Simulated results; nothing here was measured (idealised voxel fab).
Process module name: voxel transistor to metal
Square cell edge 5 nm, section width 195 nm, ID cut.
The cross-sections in this document take the form of a grid made of square cells. They are written out as bands, in order from top to bottom. Each band consists of one or more rows of cells.
This entry defines a band. It first specifies the height of the band's top and the height of its bottom in nm, and then specifies the band's materials from left to right, stating each material with its width in nm. The word "full width" identifies a single material that fills the band from edge to edge, while the word "air" identifies empty space.
Heights are measured from 0, the level below which the as-received wafer is all one material; the lowest band has no bottom and continues downward, written as in "0 down".
The expression "30 to 40" gives the width at the extremes of the band, the first number at its top row of cells and the second at its bottom row, with the width changing by equal amounts from each row to the next in between.
Where a step carries "all unchanged", the cross-section came out of it unchanged, cell for cell.
"Trapped void list": empty spaces of 8 cells or more with no open way to the top, each given as width x height at distance, distance from the left edge, all in nm.
Text after the settings on a step's line: the simulator's own remark on that step.
A step line may carry the setting "overlay nm", which, for steps involving a mask, states the distance by which the mask lay to the right of its intended position; negative values denote displacement to the left.
Note: before/after cross-section pairs follow, one process step per pair, after-side truncated at the lowest changed band, step and settings given beneath. Different runs of this module on the same starting wafer may supply the pairs; a pair continues the one above only where the "Prior to step" entry says so.
-- Prior to step
	70 to 60: W full width
	60 to 55: TiN (50), then W (10), then TiN (75), then W (10), then TiN (50)
	55 to 35: SiO2 (45), then TiN (5), then W (10), then TiN (5), then SiO2 (65), then TiN (5), then W (10), then TiN (5), then SiO2 (45)
	35 to 30: SiN (45), then TiN (20), then SiN (65), then TiN (20), then SiN (45)
	30 to 20: SiO2 (45), then TiN (5), then W (10), then TiN (5), then SiO2 (65), then TiN (5), then W (10), then TiN (5), then SiO2 (45)
	20 to 0: SiO2 (45), then TiN (5), then W (10), then TiN (5), then SiO2 (10), then SiN (5), then HfO2 (5), then TiN (5), then W (15), then TiN (5), then HfO2 (5), then SiN (5), then SiO2 (10), then TiN (5), then W (10), then TiN (5), then SiO2 (45)
	0 to -5: SiO2 (45), then TiN (20), then nSi (10), then SiN (5), then HfO2 (5), then TiN (25), then HfO2 (5), then SiN (5), then nSi (10), then TiN (20), then SiO2 (45)
	-5 to -10: SiO2 (40), then nSi (35), then SiO2 (5), then HfO2 (35), then SiO2 (5), then nSi (35), then SiO2 (40)
	-10 to -15: SiO2 (45), then nSi (30), then Si (45), then nSi (30), then SiO2 (45)
	-15 to -30: SiO2 (45), then Si (105), then SiO2 (45)
	-30 down: Si full width
	Trapped void list: none
-- Sectional Result
	55 to 35: SiO2 (45), then TiN (5), then W (10), then TiN (5), then SiO2 (65), then TiN (5), then W (10), then TiN (5), then SiO2 (45)
	At heights below 35, the structure remains unaltered.
	Trapped void list: none
In between the before and after cross-sections above, the step is CMP with height nm 55
Prior to step: refer to the pair immediately above; the cross-section shown after its step is the state before this one.
-- Sectional Result
	60 to 55: air (40), then Ru (30), then air (55), then Ru (30), then air (40)
	At heights below 55, the structure remains unaltered.
	Trapped void list: none
In between the before and after cross-sections above, the step is EPI with material Ru, thk nm 5
Prior to step: refer to the pair immediately above; the cross-section shown after its step is the state before this one.
-- Sectional Result
	65 to 60: SiCN full width
	60 to 55: SiCN (40), then Ru (30), then SiCN (55), then Ru (30), then SiCN (40)
	At heights below 55, the structure remains unaltered.
	Trapped void list: none
In between the before and after cross-sections above, the step is FILL_DEP with material SiCN, thk nm 5
Prior to step: refer to the pair immediately above; the cross-section shown after its step is the state before this one.
-- Sectional Result
	95 to 65: lowk full width
	At heights below 65, the structure remains unaltered.
	Trapped void list: none
In between the before and after cross-sections above, the step is DIRECTIONAL_DEP with material lowk, thk nm 30
Prior to step: refer to the pair immediately above; the cross-section shown after its step is the state before this one.
-- Sectional Result
	110 to 95: aC full width
	At heights below 95, the structure remains unaltered.
	Trapped void list: none
In between the before and after cross-sections above, the step is DIRECTIONAL_DEP with material aC, thk nm 15
Prior to step: refer to the pair immediately above; the cross-section shown after its step is the state before this one.
-- Sectional Result
	140 to 110: resist (45), then air (15), then resist (70), then air (15), then resist (50)
	At heights below 110, the structure remains unaltered.
	Trapped void list: none
In between the before and after cross-sections above, the step is PATTERN with tone open, mask id METAL_2_HOLES, material resist, width nm 15, pitch nm 85, thk nm 30, overlay nm 0
Prior to step: refer to the pair immediately above; the cross-section shown after its step is the state before this one.
-- Sectional Result
	125 to 110: resist (45), then air (15), then resist (70), then air (15), then resist (50)
	110 to 95: aC (45), then air (15), then aC (70), then air (15), then aC (50)
	At heights below 95, the structure remains unaltered.
	Trapped void list: none
In between the before and after cross-sections above, the step is DIRECTIONAL_ETCH with etch materials aC, depth nm 15
Prior to step: refer to the pair immediately above; the cross-section shown after its step is the state before this one.
-- Sectional Result
	110 to 95: aC (45), then air (15), then aC (70), then air (15), then aC (50)
	At heights below 95, the structure remains unaltered.
	Trapped void list: none
In between the before and after cross-sections above, the step is STRIP with etch materials resist
Prior to step: refer to the pair immediately above; the cross-section shown after its step is the state before this one.
-- Sectional Result
	110 to 95: aC (45), then air (15), then aC (70), then air (15), then aC (50)
	95 to 65: lowk (45), then air (15), then lowk (70), then air (15), then lowk (50)
	At heights below 65, the structure remains unaltered.
	Trapped void list: none
In between the before and after cross-sections above, the step is DIRECTIONAL_ETCH with etch materials lowk, depth nm 30
Prior to step: refer to the pair immediately above; the cross-section shown after its step is the state before this one.
-- Sectional Result
	95 to 65: lowk (45), then air (15), then lowk (70), then air (15), then lowk (50)
	At heights below 65, the structure remains unaltered.
	Trapped void list: none
In between the before and after cross-sections above, the step is STRIP with etch materials aC
Prior to step: refer to the pair immediately above; the cross-section shown after its step is the state before this one.
-- Sectional Result
	95 to 75: lowk (45), then air (20), then lowk (65), then air (20), then lowk (45)
	At heights below 75, the structure remains unaltered.
	Trapped void list: none
In between the before and after cross-sections above, the step is MASKED_ETCH with tone open, mask id METAL_2, width nm 20, pitch nm 85, etch materials lowk, depth nm 20, overlay nm 0
Prior to step: refer to the pair immediately above; the cross-section shown after its step is the state before this one.
-- Sectional Result
	95 to 75: lowk (45), then air (20), then lowk (65), then air (20), then lowk (45)
	75 to 65: lowk (45), then air (15), then lowk (70), then air (15), then lowk (50)
	65 to 60: SiCN (45), then air (15), then SiCN (70), then air (15), then SiCN (50)
	At heights below 60, the structure remains unaltered.
	Trapped void list: none
In between the before and after cross-sections above, the step is MASKED_ETCH with tone open, mask id METAL_2, width nm 20, pitch nm 85, etch materials SiCN, depth nm 5, overlay nm 0
Prior to step: refer to the pair immediately above; the cross-section shown after its step is the state before this one.
-- Sectional Result
	100 to 95: TiN (50), then air (10), then TiN (75), then air (10), then TiN (50)
	95 to 80: lowk (45), then TiN (5), then air (10), then TiN (5), then lowk (65), then TiN (5), then air (10), then TiN (5), then lowk (45)
	80 to 75: lowk (45), then TiN (5), then air (5), then TiN (10), then lowk (65), then TiN (5), then air (5), then TiN (10), then lowk (45)
	75 to 65: lowk (45), then TiN (5), then air (5), then TiN (5), then lowk (70), then TiN (5), then air (5), then TiN (5), then lowk (50)
	65 to 60: SiCN (45), then TiN (15), then SiCN (70), then TiN (15), then SiCN (50)
	At heights below 60, the structure remains unaltered.
	Trapped void list: none
In between the before and after cross-sections above, the step is CONFORMAL_DEP with material TiN, thk nm 5
Prior to step: refer to the pair immediately above; the cross-section shown after its step is the state before this one.
-- Sectional Result
	110 to 100: Cu full width
	100 to 95: TiN (50), then Cu (10), then TiN (75), then Cu (10), then TiN (50)
	95 to 80: lowk (45), then TiN (5), then Cu (10), then TiN (5), then lowk (65), then TiN (5), then Cu (10), then TiN (5), then lowk (45)
	80 to 75: lowk (45), then TiN (5), then Cu (5), then TiN (10), then lowk (65), then TiN (5), then Cu (5), then TiN (10), then lowk (45)
	75 to 65: lowk (45), then TiN (5), then Cu (5), then TiN (5), then lowk (70), then TiN (5), then Cu (5), then TiN (5), then lowk (50)
	At heights below 65, the structure remains unaltered.
	Trapped void list: none
In between the before and after cross-sections above, the step is FILL_DEP with material Cu, thk nm 10
Prior to step: refer to the pair immediately above; the cross-section shown after its step is the state before this one.
-- Sectional Result
	95 to 80: lowk (45), then TiN (5), then Cu (10), then TiN (5), then lowk (65), then TiN (5), then Cu (10), then TiN (5), then lowk (45)
	At heights below 80, the structure remains unaltered.
	Trapped void list: none
In between the before and after cross-sections above, the step is CMP with height nm 95
Prior to step: refer to the pair immediately above; the cross-section shown after its step is the state before this one.
-- Sectional Result
	100 to 95: SiN full width
	At heights below 95, the structure remains unaltered.
	Trapped void list: none
In between the before and after cross-sections above, the step is CONFORMAL_DEP with material SiN, thk nm 5
-- Prior to step
	55 to 35: SiO2 full width
	35 to 30: SiN full width
	30 to 20: SiO2 (45), then TiN (5), then W (10), then TiN (5), then SiO2 (65), then TiN (5), then W (10), then TiN (5), then SiO2 (45)
	20 to 0: SiO2 (45), then TiN (5), then W (10), then TiN (5), then SiO2 (10), then SiN (5), then HfO2 (5), then TiN (5), then W (15), then TiN (5), then HfO2 (5), then SiN (5), then SiO2 (10), then TiN (5), then W (10), then TiN (5), then SiO2 (45)
	0 to -5: SiO2 (45), then TiN (5), then W (10), then TiN (5), then nSi (10), then SiN (5), then HfO2 (5), then TiN (25), then HfO2 (5), then SiN (5), then nSi (10), then TiN (5), then W (10), then TiN (5), then SiO2 (45)
	-5 to -10: SiO2 (45), then TiN (20), then nSi (10), then SiO2 (5), then HfO2 (35), then SiO2 (5), then nSi (10), then TiN (20), then SiO2 (45)
	-10 to -20: SiO2 (45), then nSi (30), then Si (45), then nSi (30), then SiO2 (45)
	-20 to -30: SiO2 (45), then Si (105), then SiO2 (45)
	-30 down: Si full width
	Trapped void list: none
-- Sectional Result
	55 to 35: SiO2 (40), then air (30), then SiO2 (55), then air (30), then SiO2 (40)
	At heights below 35, the structure remains unaltered.
	Trapped void list: none
In between the before and after cross-sections above, the step is MASKED_ETCH with tone open, mask id METAL_1, width nm 30, pitch nm 85, etch materials SiO2, depth nm 20, overlay nm 0
Prior to step: refer to the pair immediately above; the cross-section shown after its step is the state before this one.
-- Sectional Result
	55 to 35: SiO2 (40), then air (30), then SiO2 (55), then air (30), then SiO2 (40)
	35 to 30: SiN (45), then air (20), then SiN (65), then air (20), then SiN (45)
	At heights below 30, the structure remains unaltered.
	Trapped void list: none
In between the before and after cross-sections above, the step is MASKED_ETCH with tone open, mask id METAL_1, width nm 20, pitch nm 85, etch materials SiN, depth nm 5, overlay nm 0
Prior to step: refer to the pair immediately above; the cross-section shown after its step is the state before this one.
-- Sectional Result
	60 to 55: TiN (45), then air (20), then TiN (65), then air (20), then TiN (45)
	55 to 40: SiO2 (40), then TiN (5), then air (20), then TiN (5), then SiO2 (55), then TiN (5), then air (20), then TiN (5), then SiO2 (40)
	40 to 35: SiO2 (40), then TiN (10), then air (10), then TiN (10), then SiO2 (55), then TiN (10), then air (10), then TiN (10), then SiO2 (40)
	35 to 30: SiN (45), then TiN (20), then SiN (65), then TiN (20), then SiN (45)
	At heights below 30, the structure remains unaltered.
	Trapped void list: none
In between the before and after cross-sections above, the step is CONFORMAL_DEP with material TiN, thk nm 5
Prior to step: refer to the pair immediately above; the cross-section shown after its step is the state before this one.
-- Sectional Result
	70 to 60: W full width
	60 to 55: TiN (45), then W (20), then TiN (65), then W (20), then TiN (45)
	55 to 40: SiO2 (40), then TiN (5), then W (20), then TiN (5), then SiO2 (55), then TiN (5), then W (20), then TiN (5), then SiO2 (40)
	40 to 35: SiO2 (40), then TiN (10), then W (10), then TiN (10), then SiO2 (55), then TiN (10), then W (10), then TiN (10), then SiO2 (40)
	At heights below 35, the structure remains unaltered.
	Trapped void list: none
In between the before and after cross-sections above, the step is FILL_DEP with material W, thk nm 10
Prior to step: refer to the pair immediately above; the cross-section shown after its step is the state before this one.
-- Sectional Result
	55 to 40: SiO2 (40), then TiN (5), then W (20), then TiN (5), then SiO2 (55), then TiN (5), then W (20), then TiN (5), then SiO2 (40)
	At heights below 40, the structure remains unaltered.
	Trapped void list: none
In between the before and after cross-sections above, the step is CMP with height nm 55
Prior to step: refer to the pair immediately above; the cross-section shown after its step is the state before this one.
-- Sectional Result
	60 to 55: air (35), then Ru (40), then air (45), then Ru (40), then air (35)
	At heights below 55, the structure remains unaltered.
	Trapped void list: none
In between the before and after cross-sections above, the step is EPI with material Ru, thk nm 5
Prior to step: refer to the pair immediately above; the cross-section shown after its step is the state before this one.
-- Sectional Result
	65 to 60: SiCN full width
	60 to 55: SiCN (35), then Ru (40), then SiCN (45), then Ru (40), then SiCN (35)
	At heights below 55, the structure remains unaltered.
	Trapped void list: none
In between the before and after cross-sections above, the step is FILL_DEP with material SiCN, thk nm 5
Prior to step: refer to the pair immediately above; the cross-section shown after its step is the state before this one.
-- Sectional Result
	95 to 65: lowk full width
	At heights below 65, the structure remains unaltered.
	Trapped void list: none
In between the before and after cross-sections above, the step is DIRECTIONAL_DEP with material lowk, thk nm 30
Prior to step: refer to the pair immediately above; the cross-section shown after its step is the state before this one.
-- Sectional Result
	110 to 95: aC full width
	At heights below 95, the structure remains unaltered.
	Trapped void list: none
In between the before and after cross-sections above, the step is DIRECTIONAL_DEP with material aC, thk nm 15
Prior to step: refer to the pair immediately above; the cross-section shown after its step is the state before this one.
-- Sectional Result
	140 to 110: resist (45), then air (15), then resist (70), then air (15), then resist (50)
	At heights below 110, the structure remains unaltered.
	Trapped void list: none
In between the before and after cross-sections above, the step is PATTERN with tone open, mask id METAL_2_HOLES, material resist, width nm 15, pitch nm 85, thk nm 30, overlay nm 0
Prior to step: refer to the pair immediately above; the cross-section shown after its step is the state before this one.
-- Sectional Result
	125 to 110: resist (45), then air (15), then resist (70), then air (15), then resist (50)
	110 to 95: aC (45), then air (15), then aC (70), then air (15), then aC (50)
	At heights below 95, the structure remains unaltered.
	Trapped void list: none
In between the before and after cross-sections above, the step is DIRECTIONAL_ETCH with etch materials aC, depth nm 15
Prior to step: refer to the pair immediately above; the cross-section shown after its step is the state before this one.
-- Sectional Result
	110 to 95: aC (45), then air (15), then aC (70), then air (15), then aC (50)
	At heights below 95, the structure remains unaltered.
	Trapped void list: none
In between the before and after cross-sections above, the step is STRIP with etch materials resist
Prior to step: refer to the pair immediately above; the cross-section shown after its step is the state before this one.
-- Sectional Result
	110 to 95: aC (45), then air (15), then aC (70), then air (15), then aC (50)
	95 to 65: lowk (45), then air (15), then lowk (70), then air (15), then lowk (50)
	At heights below 65, the structure remains unaltered.
	Trapped void list: none
In between the before and after cross-sections above, the step is DIRECTIONAL_ETCH with etch materials lowk, depth nm 30
Prior to step: refer to the pair immediately above; the cross-section shown after its step is the state before this one.
-- Sectional Result
	95 to 65: lowk (45), then air (15), then lowk (70), then air (15), then lowk (50)
	At heights below 65, the structure remains unaltered.
	Trapped void list: none
In between the before and after cross-sections above, the step is STRIP with etch materials aC
Prior to step: refer to the pair immediately above; the cross-section shown after its step is the state before this one.
-- Sectional Result
	95 to 75: lowk (45), then air (20), then lowk (65), then air (20), then lowk (45)
	At heights below 75, the structure remains unaltered.
	Trapped void list: none
In between the before and after cross-sections above, the step is MASKED_ETCH with tone open, mask id METAL_2, width nm 20, pitch nm 85, etch materials lowk, depth nm 20, overlay nm 0
Prior to step: refer to the pair immediately above; the cross-section shown after its step is the state before this one.
-- Sectional Result
	95 to 75: lowk (45), then air (20), then lowk (65), then air (20), then lowk (45)
	75 to 65: lowk (45), then air (15), then lowk (70), then air (15), then lowk (50)
	65 to 60: SiCN (45), then air (15), then SiCN (70), then air (15), then SiCN (50)
	At heights below 60, the structure remains unaltered.
	Trapped void list: none
In between the before and after cross-sections above, the step is MASKED_ETCH with tone open, mask id METAL_2, width nm 20, pitch nm 85, etch materials SiCN, depth nm 5, overlay nm 0
Prior to step: refer to the pair immediately above; the cross-section shown after its step is the state before this one.
-- Sectional Result
	100 to 95: TiN (50), then air (10), then TiN (75), then air (10), then TiN (50)
	95 to 80: lowk (45), then TiN (5), then air (10), then TiN (5), then lowk (65), then TiN (5), then air (10), then TiN (5), then lowk (45)
	80 to 75: lowk (45), then TiN (5), then air (5), then TiN (10), then lowk (65), then TiN (5), then air (5), then TiN (10), then lowk (45)
	75 to 65: lowk (45), then TiN (5), then air (5), then TiN (5), then lowk (70), then TiN (5), then air (5), then TiN (5), then lowk (50)
	65 to 60: SiCN (45), then TiN (15), then SiCN (70), then TiN (15), then SiCN (50)
	At heights below 60, the structure remains unaltered.
	Trapped void list: none
In between the before and after cross-sections above, the step is CONFORMAL_DEP with material TiN, thk nm 5
Prior to step: refer to the pair immediately above; the cross-section shown after its step is the state before this one.
-- Sectional Result
	110 to 100: Cu full width
	100 to 95: TiN (50), then Cu (10), then TiN (75), then Cu (10), then TiN (50)
	95 to 80: lowk (45), then TiN (5), then Cu (10), then TiN (5), then lowk (65), then TiN (5), then Cu (10), then TiN (5), then lowk (45)
	80 to 75: lowk (45), then TiN (5), then Cu (5), then TiN (10), then lowk (65), then TiN (5), then Cu (5), then TiN (10), then lowk (45)
	75 to 65: lowk (45), then TiN (5), then Cu (5), then TiN (5), then lowk (70), then TiN (5), then Cu (5), then TiN (5), then lowk (50)
	At heights below 65, the structure remains unaltered.
	Trapped void list: none
In between the before and after cross-sections above, the step is FILL_DEP with material Cu, thk nm 10
Prior to step: refer to the pair immediately above; the cross-section shown after its step is the state before this one.
-- Sectional Result
	95 to 80: lowk (45), then TiN (5), then Cu (10), then TiN (5), then lowk (65), then TiN (5), then Cu (10), then TiN (5), then lowk (45)
	At heights below 80, the structure remains unaltered.
	Trapped void list: none
In between the before and after cross-sections above, the step is CMP with height nm 95
Prior to step: refer to the pair immediately above; the cross-section shown after its step is the state before this one.
-- Sectional Result
	100 to 95: SiN full width
	At heights below 95, the structure remains unaltered.
	Trapped void list: none
In between the before and after cross-sections above, the step is CONFORMAL_DEP with material SiN, thk nm 5
-- Prior to step
	20 to 10: aC full width
	10 to 0: SiN full width
	0 to -5: SiO2 full width
	-5 down: Si full width
	Trapped void list: none
-- Sectional Result
	50 to 20: air (50), then resist (115), then air (30)
	At heights below 20, the structure remains unaltered.
	Trapped void list: none
In between the before and after cross-sections above, the step is PATTERN with tone cover, mask id ACTIVE, material resist, width nm 115, thk nm 30, overlay nm 10
Prior to step: refer to the pair immediately above; the cross-section shown after its step is the state before this one.
-- Sectional Result
	40 to 20: air (50), then resist (115), then air (30)
	20 to 10: air (50), then aC (115), then air (30)
	At heights below 10, the structure remains unaltered.
	Trapped void list: none
In between the before and after cross-sections above, the step is DIRECTIONAL_ETCH with etch materials aC, depth nm 10
Prior to step: refer to the pair immediately above; the cross-section shown after its step is the state before this one.
-- Sectional Result
	20 to 10: air (50), then aC (115), then air (30)
	At heights below 10, the structure remains unaltered.
	Trapped void list: none
In between the before and after cross-sections above, the step is STRIP with etch materials resist
Prior to step: refer to the pair immediately above; the cross-section shown after its step is the state before this one.
-- Sectional Result
	20 to 10: air (50), then aC (115), then air (30)
	10 to 0: air (50), then SiN (115), then air (30)
	At heights below 0, the structure remains unaltered.
	Trapped void list: none
In between the before and after cross-sections above, the step is DIRECTIONAL_ETCH with etch materials SiN, depth nm 10
Prior to step: refer to the pair immediately above; the cross-section shown after its step is the state before this one.
-- Sectional Result
	20 to 10: air (50), then aC (115), then air (30)
	10 to 0: air (50), then SiN (115), then air (30)
	0 to -5: air (50), then SiO2 (115), then air (30)
	At heights below -5, the structure remains unaltered.
	Trapped void list: none
In between the before and after cross-sections above, the step is DIRECTIONAL_ETCH with etch materials SiO2, depth nm 5
Prior to step: refer to the pair immediately above; the cross-section shown after its step is the state before this one.
-- Sectional Result
	20 to 10: air (50), then aC (115), then air (30)
	10 to 0: air (50), then SiN (115), then air (30)
	0 to -5: air (50), then SiO2 (115), then air (30)
	-5 to -25: air (50), then Si (115), then air (30)
	At heights below -25, the structure remains unaltered.
	Trapped void list: none
In between the before and after cross-sections above, the step is DIRECTIONAL_ETCH with etch materials Si, depth nm 20
Prior to step: refer to the pair immediately above; the cross-section shown after its step is the state before this one.
-- Sectional Result
	10 to 0: air (50), then SiN (115), then air (30)
	At heights below 0, the structure remains unaltered.
	Trapped void list: none
In between the before and after cross-sections above, the step is STRIP with etch materials aC
Prior to step: refer to the pair immediately above; the cross-section shown after its step is the state before this one.
-- Sectional Result
	10 to 0: air (50), then SiN (115), then air (30)
	0 to -5: air (50), then SiO2 (115), then air (30)
	-5 to -25: air (50), then SiO2 (5), then Si (105), then SiO2 (5), then air (30)
	-25 to -30: SiO2 (55), then Si (105), then SiO2 (35)
	At heights below -30, the structure remains unaltered.
	Trapped void list: none
In between the before and after cross-sections above, the step is OXIDIZE with depth nm 5
Prior to step: refer to the pair immediately above; the cross-section shown after its step is the state before this one.
-- Sectional Result
	15 to 10: SiO2 full width
	10 to 0: SiO2 (50), then SiN (115), then SiO2 (30)
	0 to -5: SiO2 full width
	-5 to -30: SiO2 (55), then Si (105), then SiO2 (35)
	At heights below -30, the structure remains unaltered.
	Trapped void list: none
In between the before and after cross-sections above, the step is FILL_DEP with material SiO2, thk nm 5
Prior to step: refer to the pair immediately above; the cross-section shown after its step is the state before this one.
-- Sectional Result
	10 to 0: SiO2 (50), then SiN (115), then SiO2 (30)
	At heights below 0, the structure remains unaltered.
	Trapped void list: none
In between the before and after cross-sections above, the step is CMP with height nm 10
Prior to step: refer to the pair immediately above; the cross-section shown after its step is the state before this one.
-- Sectional Result
	10 to 0: air (50), then SiN (115), then air (30)
	At heights below 0, the structure remains unaltered.
	Trapped void list: none
In between the before and after cross-sections above, the step is SELECTIVE_ETCH with etch materials SiO2, depth nm 10
Prior to step: refer to the pair immediately above; the cross-section shown after its step is the state before this one.
-- Sectional Result
	0 to -5: SiO2 full width
	At heights below -5, the structure remains unaltered.
	Trapped void list: none
In between the before and after cross-sections above, the step is STRIP with etch materials SiN
Prior to step: refer to the pair immediately above; the cross-section shown after its step is the state before this one.
-- Sectional Result
	-5 to -30: SiO2 (55), then Si (105), then SiO2 (35)
	At heights below -30, the structure remains unaltered.
	Trapped void list: none
In between the before and after cross-sections above, the step is SELECTIVE_ETCH with etch materials SiO2, depth nm 5
Prior to step: refer to the pair immediately above; the cross-section shown after its step is the state before this one.
-- Sectional Result
	-5 to -10: SiO2 full width
	At heights below -10, the structure remains unaltered.
	Trapped void list: none
In between the before and after cross-sections above, the step is OXIDIZE with depth nm 5
Prior to step: refer to the pair immediately above; the cross-section shown after its step is the state before this one.
-- Sectional Result
	25 to -5: polySi full width
	At heights below -5, the structure remains unaltered.
	Trapped void list: none
In between the before and after cross-sections above, the step is DIRECTIONAL_DEP with material polySi, thk nm 30
Prior to step: refer to the pair immediately above; the cross-section shown after its step is the state before this one.
-- Sectional Result
	40 to 25: SiCN full width
	At heights below 25, the structure remains unaltered.
	Trapped void list: none
In between the before and after cross-sections above, the step is DIRECTIONAL_DEP with material SiCN, thk nm 15
Prior to step: refer to the pair immediately above; the cross-section shown after its step is the state before this one.
-- Sectional Result
	60 to 40: air (85), then resist (25), then air (85)
	At heights below 40, the structure remains unaltered.
	Trapped void list: none
In between the before and after cross-sections above, the step is PATTERN with tone cover, mask id GATE, material resist, width nm 25, thk nm 20, overlay nm 0
Prior to step: refer to the pair immediately above; the cross-section shown after its step is the state before this one.
-- Sectional Result
	60 to 40: air (85), then resist (25), then air (85)
	40 to 25: air (85), then SiCN (25), then air (85)
	At heights below 25, the structure remains unaltered.
	Trapped void list: none
In between the before and after cross-sections above, the step is DIRECTIONAL_ETCH with etch materials SiCN, depth nm 25
Prior to step: refer to the pair immediately above; the cross-section shown after its step is the state before this one.
-- Sectional Result
	60 to 40: air (85), then resist (25), then air (85)
	40 to 25: air (85), then SiCN (25), then air (85)
	25 to -5: air (85), then polySi (25), then air (85)
	At heights below -5, the structure remains unaltered.
	Trapped void list: none
In between the before and after cross-sections above, the step is DIRECTIONAL_ETCH with etch materials polySi, depth nm 40
Prior to step: refer to the pair immediately above; the cross-section shown after its step is the state before this one.
-- Sectional Result
	40 to 25: air (85), then SiCN (25), then air (85)
	At heights below 25, the structure remains unaltered.
	Trapped void list: none
In between the before and after cross-sections above, the step is STRIP with etch materials resist
Prior to step: refer to the pair immediately above; the cross-section shown after its step is the state before this one.
-- Sectional Result
	45 to 40: air (80), then SiO2 (35), then air (80)
	40 to 25: air (80), then SiO2 (5), then SiCN (25), then SiO2 (5), then air (80)
	25 to 0: air (80), then SiO2 (5), then polySi (25), then SiO2 (5), then air (80)
	0 to -5: SiO2 (85), then polySi (25), then SiO2 (85)
	At heights below -5, the structure remains unaltered.
	Trapped void list: none
In between the before and after cross-sections above, the step is CONFORMAL_DEP with material SiO2, thk nm 5
Prior to step: refer to the pair immediately above; the cross-section shown after its step is the state before this one.
-- Sectional Result
	40 to 25: air (80), then SiO2 (5), then SiCN (25), then SiO2 (5), then air (80)
	25 to -5: air (80), then SiO2 (5), then polySi (25), then SiO2 (5), then air (80)
	At heights below -5, the structure remains unaltered.
	Trapped void list: none
In between the before and after cross-sections above, the step is DIRECTIONAL_ETCH with etch materials SiO2, depth nm 5
Prior to step: refer to the pair immediately above; the cross-section shown after its step is the state before this one.
-- Sectional Result
	45 to 40: air (75), then SiN (45), then air (75)
	40 to 25: air (75), then SiN (5), then SiO2 (5), then SiCN (25), then SiO2 (5), then SiN (5), then air (75)
	25 to 0: air (75), then SiN (5), then SiO2 (5), then polySi (25), then SiO2 (5), then SiN (5), then air (75)
	0 to -5: SiN (80), then SiO2 (5), then polySi (25), then SiO2 (5), then SiN (80)
	At heights below -5, the structure remains unaltered.
	Trapped void list: none
In between the before and after cross-sections above, the step is CONFORMAL_DEP with material SiN, thk nm 5
Prior to step: refer to the pair immediately above; the cross-section shown after its step is the state before this one.
-- Sectional Result
	40 to 25: air (75), then SiN (5), then SiO2 (5), then SiCN (25), then SiO2 (5), then SiN (5), then air (75)
	25 to -5: air (75), then SiN (5), then SiO2 (5), then polySi (25), then SiO2 (5), then SiN (5), then air (75)
	At heights below -5, the structure remains unaltered.
	Trapped void list: none
In between the before and after cross-sections above, the step is DIRECTIONAL_ETCH with etch materials SiN, depth nm 5
Prior to step: refer to the pair immediately above; the cross-section shown after its step is the state before this one.
-- Sectional Result
	40 to 35: air (75), then SiN (5), then air (5), then SiCN (25), then air (5), then SiN (5), then air (75)
	35 to 25: air (75), then SiN (5), then SiO2 (5), then SiCN (25), then SiO2 (5), then SiN (5), then air (75)
	25 to -5: air (75), then SiN (5), then SiO2 (5), then polySi (25), then SiO2 (5), then SiN (5), then air (75)
	-5 to -10: air (75), then SiO2 (45), then air (75)
	At heights below -10, the structure remains unaltered.
	Trapped void list: none
In between the before and after cross-sections above, the step is DIRECTIONAL_ETCH with etch materials SiO2, depth nm 5
Prior to step: refer to the pair immediately above; the cross-section shown after its step is the state before this one.
-- Sectional Result
	40 to 35: air (75), then SiN (5), then air (5), then SiCN (25), then air (5), then SiN (5), then air (75)
	35 to 25: air (75), then SiN (5), then SiO2 (5), then SiCN (25), then SiO2 (5), then SiN (5), then air (75)
	25 to -5: air (75), then SiN (5), then SiO2 (5), then polySi (25), then SiO2 (5), then SiN (5), then air (75)
	-5 to -10: air (75), then SiO2 (45), then air (75)
	-10 to -20: SiO2 (55), then air (20), then Si (45), then air (40), then SiO2 (35)
	At heights below -20, the structure remains unaltered.
	Trapped void list: none
In between the before and after cross-sections above, the step is DIRECTIONAL_ETCH with etch materials Si, depth nm 10
Prior to step: refer to the pair immediately above; the cross-section shown after its step is the state before this one.
-- Sectional Result
	40 to 35: air (75), then SiN (5), then air (5), then SiCN (25), then air (5), then SiN (5), then air (75)
	35 to 25: air (75), then SiN (5), then SiO2 (5), then SiCN (25), then SiO2 (5), then SiN (5), then air (75)
	25 to 0: air (75), then SiN (5), then SiO2 (5), then polySi (25), then SiO2 (5), then SiN (5), then air (75)
	0 to -5: air (65), then nSi (10), then SiN (5), then SiO2 (5), then polySi (25), then SiO2 (5), then SiN (5), then nSi (10), then air (65)
	-5 to -10: air (65), then nSi (10), then SiO2 (45), then nSi (10), then air (65)
	-10 to -20: SiO2 (55), then nSi (20), then Si (45), then nSi (40), then SiO2 (35)
	At heights below -20, the structure remains unaltered.
	Trapped void list: none
In between the before and after cross-sections above, the step is EPI with material nSi, thk nm 10
Prior to step: refer to the pair immediately above; the cross-section shown after its step is the state before this one.
-- Sectional Result
	50 to 40: SiO2 full width
	40 to 25: SiO2 (75), then SiN (5), then SiO2 (5), then SiCN (25), then SiO2 (5), then SiN (5), then SiO2 (75)
	25 to 0: SiO2 (75), then SiN (5), then SiO2 (5), then polySi (25), then SiO2 (5), then SiN (5), then SiO2 (75)
	0 to -5: SiO2 (65), then nSi (10), then SiN (5), then SiO2 (5), then polySi (25), then SiO2 (5), then SiN (5), then nSi (10), then SiO2 (65)
	-5 to -10: SiO2 (65), then nSi (10), then SiO2 (45), then nSi (10), then SiO2 (65)
	At heights below -10, the structure remains unaltered.
	Trapped void list: none
In between the before and after cross-sections above, the step is FILL_DEP with material SiO2, thk nm 10
Prior to step: refer to the pair immediately above; the cross-section shown after its step is the state before this one.
-- Sectional Result
	25 to 0: SiO2 (75), then SiN (5), then SiO2 (5), then polySi (25), then SiO2 (5), then SiN (5), then SiO2 (75)
	At heights below 0, the structure remains unaltered.
	Trapped void list: none
In between the before and after cross-sections above, the step is CMP with height nm 25
Prior to step: refer to the pair immediately above; the cross-section shown after its step is the state before this one.
-- Sectional Result
	25 to 0: SiO2 (75), then SiN (5), then SiO2 (5), then air (25), then SiO2 (5), then SiN (5), then SiO2 (75)
	0 to -5: SiO2 (65), then nSi (10), then SiN (5), then SiO2 (5), then air (25), then SiO2 (5), then SiN (5), then nSi (10), then SiO2 (65)
	At heights below -5, the structure remains unaltered.
	Trapped void list: none
In between the before and after cross-sections above, the step is STRIP with etch materials polySi
Prior to step: refer to the pair immediately above; the cross-section shown after its step is the state before this one.
-- Sectional Result
	25 to 20: air (75), then SiN (5), then air (35), then SiN (5), then air (75)
	20 to 0: SiO2 (75), then SiN (5), then air (35), then SiN (5), then SiO2 (75)
	0 to -5: SiO2 (65), then nSi (10), then SiN (5), then air (35), then SiN (5), then nSi (10), then SiO2 (65)
	-5 to -10: SiO2 (65), then nSi (10), then SiO2 (5), then air (35), then SiO2 (5), then nSi (10), then SiO2 (65)
	At heights below -10, the structure remains unaltered.
	Trapped void list: none
In between the before and after cross-sections above, the step is SELECTIVE_ETCH with etch materials SiO2, depth nm 5
